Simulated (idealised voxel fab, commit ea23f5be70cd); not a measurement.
This is a process module. Its name is voxel air gaps.
This is section cut - it's 230 nm across, gridded in 5 nm square cells.
The cross-sections in this document take the form of a grid made of square cells. They are written out as bands, in order from top to bottom. Each band consists of one or more rows of cells. Band: top height; bottom height; in nm. Then, left to right: material with width in nm, for each material. "edge to edge": a single material spanning edge to edge. "air": empty space. Heads up on the height convention: 0 is the point under which the incoming wafer is all one material, and the lowest band has no bottom, it just keeps going down, like "from 0 down". Width "30 to 40": first value at the band's top row of cells, second value at its bottom row, equal change from row to row. Reading "nothing altered" for a step: not a cell of the cross-section changed in it. If an empty space has no open way to the top and is at least 8 cells in size, "Sealed internal voids" lists it, written width x height at distance, where distance is measured from the left edge and every value is in nm. Anything after a step's settings on that line? It's the simulator's own note about the step. Regarding "overlay nm": on a step with a mask, it is the distance the mask lay to the right of its planned place; a negative value places it to the left.

## The steps planned for the process are as follows
1) RECEIVE,material Si
2) CONFORMAL_DEP,material SiO2,thk nm 10
3) CONFORMAL_DEP,material SiN,thk nm 5
4) DIRECTIONAL_DEP,material lowk,thk nm 40
5) DIRECTIONAL_DEP,material aC,thk nm 15
6) PATTERN,tone open,mask id LINES,material resist,width nm 20,pitch nm 45,thk nm 30,overlay nm 0
7) DIRECTIONAL_ETCH,etch materials aC,depth nm 15
8) STRIP,etch materials resist
9) DIRECTIONAL_ETCH,etch materials lowk,depth nm 40
10) STRIP,etch materials aC
11) CONFORMAL_DEP,material TiN,thk nm 5
12) FILL_DEP,material Cu,thk nm 5
13) CMP,height nm 55
14) EPI,material Ru,thk nm 10
15) SELECTIVE_ETCH,etch materials lowk,depth nm 50
16) CONFORMAL_DEP,material SiCN,thk nm 5

## This is the cross-section of the wafer as we received it, i.e. after step 1
from 0 down  Si edge to edge
Sealed internal voids: none

## Look at the cross-section after the module: the wafer started out the way shown above and the plan was the one shown above, yet one mistake was made along the way
from 70 to 65  air 40 nm, SiCN 140 nm, air 50 nm
from 65 to 55  air 40 nm, SiCN 5 nm, Ru 40 nm, SiCN 5 nm, Ru 40 nm, SiCN 5 nm, Ru 40 nm, SiCN 5 nm, air 50 nm
from 55 to 50  air 40 nm, SiCN 15 nm, TiN 5 nm, Cu 10 nm, TiN 5 nm, SiCN 25 nm, TiN 5 nm, Cu 10 nm, TiN 5 nm, SiCN 25 nm, TiN 5 nm, Cu 10 nm, TiN 5 nm, SiCN 15 nm, air 50 nm
from 50 to 20  air 50 nm, SiCN 5 nm, TiN 5 nm, Cu 10 nm, TiN 5 nm, SiCN 5 nm, air 15 nm, SiCN 5 nm, TiN 5 nm, Cu 10 nm, TiN 5 nm, SiCN 5 nm, air 15 nm, SiCN 5 nm, TiN 5 nm, Cu 10 nm, TiN 5 nm, SiCN 5 nm, air 60 nm
from 20 to 15  SiCN 55 nm, TiN 20 nm, SiCN 25 nm, TiN 20 nm, SiCN 25 nm, TiN 20 nm, SiCN 65 nm
from 15 to 10  SiN edge to edge
from 10 to 0  SiO2 edge to edge
from 0 down  Si edge to edge
Sealed internal voids: 15 x 30 at 80; 15 x 30 at 125
what went wrong: step 6: run off-plan, actual operation and settings PATTERN,tone open,mask id LINES,material resist,width nm 20,pitch nm 45,thk nm 30,overlay nm -5
